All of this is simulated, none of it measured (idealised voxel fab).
The process module that follows is named voxel ribs on slabs.
cross-section cut | 190 nm wide | cells 5 nm
If you're reading a cross-section in this doc, picture square cells in a grid; it comes to you as bands, top ones listed first down to the bottom, and a band can be one or more rows of cells.
Quick guide to a band line: top height, bottom height (nm) up front; then every material left to right with its width in nm. Only one material and it's marked "throughout"? Then it fills the band edge to edge. And "air" just means empty space.
Note: height 0 marks the level under which the wafer is uniformly one material as received. Lowest band unbounded below, written "z 0 and below".
Note: "30..40" means the width goes from the first number (top row of the band) to the second number (bottom row) in equal steps per row of cells.
Reading "no modifications" for a step: not a cell of the cross-section changed in it.
Enclosed voids (no open way to top), threshold 8 cells or more, entry "Closed void catalog", notation width x height at distance, distance from left edge, nm.
after a step's settings: what the simulator itself notes on the step
Among the settings permitted on a step's line is "overlay nm"; applied to a step with a mask, it specifies the extent to which the mask lay to the right of its planned position, whereas a negative figure signifies a position to the left.

Process steps (planned):
- 1: RECEIVE: material Si
- 2: DIRECTIONAL_DEP: material SiO2, thk nm 20
- 3: DIRECTIONAL_DEP: material SiN, thk nm 20
- 4: DIRECTIONAL_DEP: material aC, thk nm 10
- 5: PATTERN: tone cover, mask id RIB, material resist, width nm 30, thk nm 30, overlay nm 0
- 6: DIRECTIONAL_ETCH: etch materials aC, depth nm 10
- 7: STRIP: etch materials resist
- 8: DIRECTIONAL_ETCH: etch materials SiN, depth nm 10
- 9: STRIP: etch materials aC
- 10: MASKED_ETCH: tone cover, mask id SLAB, width nm 70, etch materials SiN, depth nm 10, overlay nm 0
- 11: FILL_DEP: material SiO2, thk nm 20
- 12: CMP: height nm 55
- 13: DIRECTIONAL_DEP: material TiN, thk nm 10
- 14: PATTERN: tone cover, mask id HEATER, material resist, width nm 40, thk nm 20, overlay nm 0
- 15: DIRECTIONAL_ETCH: etch materials TiN, depth nm 10
- 16: STRIP: etch materials resist
- 17: CONFORMAL_DEP: material SiN, thk nm 5

Wafer as received: cross-section following step 1:
* z 0 and below | Si throughout
* Closed void catalog: none

One mistake in running the module, otherwise start and plan as above: cross-section at the end:
* z 70 to 65 | 70 of air | 50 of SiN | 70 of air
* z 65 to 60 | 70 of air | 5 of SiN | 40 of TiN | 5 of SiN | 70 of air
* z 60 to 55 | 75 of SiN | 40 of TiN | 75 of SiN
* z 55 to 40 | SiO2 throughout
* z 40 to 30 | 80 of SiO2 | 30 of SiN | 80 of SiO2
* z 30 to 20 | 60 of SiO2 | 75 of SiN | 55 of SiO2
* z 20 to 0 | SiO2 throughout
* z 0 and below | Si throughout
* Closed void catalog: none
Here's what went sideways: step 10 ran differently from the plan; actual operation with settings: MASKED_ETCH: tone cover, mask id SLAB, width nm 75, etch materials SiN, depth nm 10, overlay nm 0
